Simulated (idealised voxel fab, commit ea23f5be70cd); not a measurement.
Process module in this document: voxel wiring stack
We display cut, a cross-section 225 nm in width whose square cells are each 5 nm.
A cross-section is written here as square cells arranged in a grid, and it is given in bands from the top down, each band taking up one or more rows of cells.
Read a band's entry like this: the first values are the height of its top and the height of its bottom in nm, and what follows is the sequence of materials from left to right, each with its width in nm. Note that "blank" is empty space, and that a single material marked "everywhere" reaches across the band from edge to edge.
Convention: height 0 is the level below which the wafer, as received, is all one material. The lowest band does not terminate at the bottom but continues downward, represented as "0 nm and below".
The notation "30..40" denotes a width that varies across the rows of cells in the band, beginning at the first number in the top row, finishing at the second number in the bottom row, and changing by an identical amount from each row to the next.
When a step is marked "remained unchanged", none of the cells in the cross-section changed during that step.
Entry "Closed void entries" = empty spaces >= 8 cells with no open way to the top; each as width x height at distance, distance from left edge, all nm.
Heads up: the bit after the settings on a step's line is the simulator's remark on that step.
overlay nm: for a step with a mask, the amount by which the mask lay right of where it was planned; a negative amount means left of it.

Planned process steps
1,RECEIVE, material Si
2,CONFORMAL_DEP, material SiO2, thk nm 10
3,DIRECTIONAL_DEP, material TiN, thk nm 5
4,DIRECTIONAL_DEP, material Ru, thk nm 15
5,PATTERN, tone cover, mask id METAL_1, material resist, width nm 25, pitch nm 45, thk nm 20, overlay nm 0
6,DIRECTIONAL_ETCH, etch materials Ru, depth nm 15
7,DIRECTIONAL_ETCH, etch materials TiN, depth nm 5
8,STRIP, etch materials resist
9,FILL_DEP, material lowk, thk nm 5
10,CMP, height nm 30
11,CONFORMAL_DEP, material SiCN, thk nm 5
12,DIRECTIONAL_DEP, material lowk, thk nm 30
13,MASKED_ETCH, tone open, mask id METAL_2_HOLES, width nm 15, pitch nm 45, etch materials lowk, depth nm 30, overlay nm 0
14,MASKED_ETCH, tone open, mask id METAL_2, width nm 25, pitch nm 45, etch materials lowk, depth nm 20, overlay nm 0
15,MASKED_ETCH, tone open, mask id METAL_2, width nm 25, pitch nm 45, etch materials SiCN, depth nm 5, overlay nm 0
16,CONFORMAL_DEP, material TiN, thk nm 5
17,FILL_DEP, material Cu, thk nm 5
18,CMP, height nm 65
19,CONFORMAL_DEP, material SiN, thk nm 5

Step 1 complete: cross-section of the wafer as received
    0 nm and below: Si everywhere
    Closed void entries: none

Final cross-section, module run with one mistake (start and plan as above)
    70 nm to 65 nm: SiN everywhere
    65 nm to 50 nm: 55 nm lowk | 5 nm TiN | 15 nm Cu | 5 nm TiN | 20 nm lowk | 5 nm TiN | 15 nm Cu | 5 nm TiN | 20 nm lowk | 5 nm TiN | 15 nm Cu | 5 nm TiN | 55 nm lowk
    50 nm to 45 nm: 55 nm lowk | 5 nm TiN | 5 nm Cu | 15 nm TiN | 20 nm lowk | 5 nm TiN | 5 nm Cu | 15 nm TiN | 20 nm lowk | 5 nm TiN | 5 nm Cu | 15 nm TiN | 55 nm lowk
    45 nm to 35 nm: 55 nm lowk | 5 nm TiN | 5 nm Cu | 5 nm TiN | 30 nm lowk | 5 nm TiN | 5 nm Cu | 5 nm TiN | 30 nm lowk | 5 nm TiN | 5 nm Cu | 5 nm TiN | 65 nm lowk
    35 nm to 30 nm: 55 nm SiCN | 15 nm TiN | 30 nm SiCN | 15 nm TiN | 30 nm SiCN | 15 nm TiN | 65 nm SiCN
    30 nm to 15 nm: 60 nm lowk | 20 nm Ru | 25 nm lowk | 20 nm Ru | 25 nm lowk | 20 nm Ru | 55 nm lowk
    15 nm to 10 nm: 60 nm lowk | 20 nm TiN | 25 nm lowk | 20 nm TiN | 25 nm lowk | 20 nm TiN | 55 nm lowk
    10 nm to 0 nm: SiO2 everywhere
    0 nm and below: Si everywhere
    Closed void entries: none
The plan and the run diverged here: step 5, actual vs plan mismatch, actual run PATTERN, tone cover, mask id METAL_1, material resist, width nm 20, pitch nm 45, thk nm 20, overlay nm 0
